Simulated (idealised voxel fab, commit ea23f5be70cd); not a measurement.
Process module name: voxel self aligned vias
The figure presents cross-section cut, which has a width of 175 nm and is divided into square cells with an edge length of 5 nm.
In this document a cross-section is written as a grid of square cells. It is given as a series of bands, listed from the top down, and a band is one or more rows of cells.
Top height, bottom height, nm. Materials left to right, width each, nm. Single material + "full width" = fills band edge to edge. "empty" = empty.
Beneath 0, the wafer as received is one material, and that level is where height counting begins. The lowest band goes on downward without a bottom; it is written like "0..down".
Width spec "30..40" -> top row of cells at first value, bottom row at second value, equal per-row change in between.
Step note "everything unchanged" = no cross-section cell changed.
What "Enclosed cavities" gives you is every empty space of 8 cells or more that is cut off from the top. Each appears as width x height at distance, with the distance taken from the left edge and width, height and distance all in nm.
Post-settings text on a step line: simulator's own remark regarding the step.
"overlay nm" on a masked step: distance the mask lay right of its planned place, negative for left.
### Set out below are the planned steps of the process
1: RECEIVE (material Si)
2: CONFORMAL_DEP (material SiO2; thk nm 15)
3: CONFORMAL_DEP (material SiCN; thk nm 5)
4: DIRECTIONAL_DEP (material SiO2; thk nm 20)
5: DIRECTIONAL_DEP (material aC; thk nm 15)
6: PATTERN (tone open; mask id LINES; material resist; width nm 20; pitch nm 70; thk nm 35; overlay nm 0)
7: DIRECTIONAL_ETCH (etch materials aC; depth nm 15)
8: STRIP (etch materials resist)
9: DIRECTIONAL_ETCH (etch materials SiO2; depth nm 20)
10: STRIP (etch materials aC)
11: CONFORMAL_DEP (material TiN; thk nm 5)
12: FILL_DEP (material Ru; thk nm 10)
13: CMP (height nm 40)
14: SELECTIVE_ETCH (etch materials W Ru TiN; depth nm 10)
15: FILL_DEP (material SiN; thk nm 5)
16: CMP (height nm 40)
17: DIRECTIONAL_DEP (material SiO2; thk nm 15)
18: DIRECTIONAL_DEP (material aC; thk nm 10)
19: PATTERN (tone open; mask id VIAS; material resist; width nm 50; thk nm 30; overlay nm 0)
20: DIRECTIONAL_ETCH (etch materials aC; depth nm 10)
21: STRIP (etch materials resist)
22: DIRECTIONAL_ETCH (etch materials SiO2; depth nm 15)
23: DIRECTIONAL_ETCH (etch materials SiN; depth nm 10)
24: STRIP (etch materials aC)
25: CONFORMAL_DEP (material TiN; thk nm 5)
26: FILL_DEP (material W; thk nm 10)
27: CMP (height nm 55)
28: CONFORMAL_DEP (material SiN; thk nm 5)
Quick note for whoever runs this: the wafers start identical, but the width nm at step 6 isn't the same across them. The plan just shows what the first wafer had.
### Step 1 complete: as-received cross-section of the first of several wafers
> 0..down: Si full width
> Enclosed cavities: none
### For your reference, the table is organized with a row per wafer; each row reflects the wafer at the end of the module, indicating for each material the cells gained (+) or lost (-) since receipt, and thereafter its closed voids
width nm 20, +4 Ru, +35 SiCN, +43 SiN, +288 SiO2, +30 TiN, +20 W, Enclosed cavities: none
width nm 25, +6 Ru, +35 SiCN, +45 SiN, +280 SiO2, +32 TiN, +22 W, Enclosed cavities: none
width nm 30, +8 Ru, +35 SiCN, +47 SiN, +272 SiO2, +34 TiN, +24 W, Enclosed cavities: none
width nm 35, +10 Ru, +35 SiCN, +49 SiN, +264 SiO2, +36 TiN, +26 W, Enclosed cavities: none
width nm 40, +12 Ru, +35 SiCN, +51 SiN, +256 SiO2, +38 TiN, +28 W, Enclosed cavities: none
width nm 45, +14 Ru, +35 SiCN, +53 SiN, +248 SiO2, +40 TiN, +30 W, Enclosed cavities: none
